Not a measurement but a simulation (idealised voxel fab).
process module | voxel double patterning
cross-section cut | 170 nm wide | cells 5 nm
A cross-section is a grid of square cells, given in bands from the top down. A band is one or more rows of cells.
Each band's line starts with the height of the band's top and of its bottom, in nm. Then come its materials from left to right, each with its width in nm. One material with "throughout" fills the band from edge to edge. "air" is empty space.
Height 0 is the level under which the wafer as received is all one material. The lowest band goes on downwards, as in "0 down".
A width such as "30 to 40" changes by the same amount from each row of cells to the next, from the band's top row to its bottom row.
"no change" after a step means that no cell of the cross-section changed.
closed voids: empty space of 8 cells or more with no open way to the top, each as width x height at its distance from the left edge, in nm
after a step's settings: what the simulator itself notes on the step
overlay nm, on a step with a mask: how far to the right of its planned place the mask lay; to the left if negative
plan
1 op RECEIVE | material Si
2 op CONFORMAL_DEP | material SiN | thk nm 10
3 op DIRECTIONAL_DEP | material SiO2 | thk nm 10
4 op DIRECTIONAL_DEP | material SiCN | thk nm 10
5 op DIRECTIONAL_DEP | material aC | thk nm 15
6 op PATTERN | tone open | mask id FIRST | material resist | width nm 15 | pitch nm 50 | thk nm 35 | overlay nm 0
7 op DIRECTIONAL_ETCH | etch materials aC | depth nm 15
8 op STRIP | etch materials resist
9 op DIRECTIONAL_ETCH | etch materials SiCN | depth nm 10
10 op STRIP | etch materials aC
11 op PATTERN | tone open | mask id SECOND | material resist | width nm 15 | thk nm 20 | overlay nm 0
12 op DIRECTIONAL_ETCH | etch materials SiCN | depth nm 10
13 op STRIP | etch materials resist
14 op DIRECTIONAL_ETCH | etch materials SiO2 | depth nm 10
15 op STRIP | etch materials SiCN
as received, after step 1
  0 down: Si throughout
  closed voids: none
a wafer at the end: this start, this plan, one mistake
  25 to 15: SiO2 50 | air 15 | SiO2 10 | air 15 | SiO2 10 | air 15 | SiO2 55
  15 to 10: SiO2 throughout
  10 to 0: SiN throughout
  0 down: Si throughout
  closed voids: none
what went wrong: step 3 ran as: op DIRECTIONAL_DEP | material SiO2 | thk nm 15
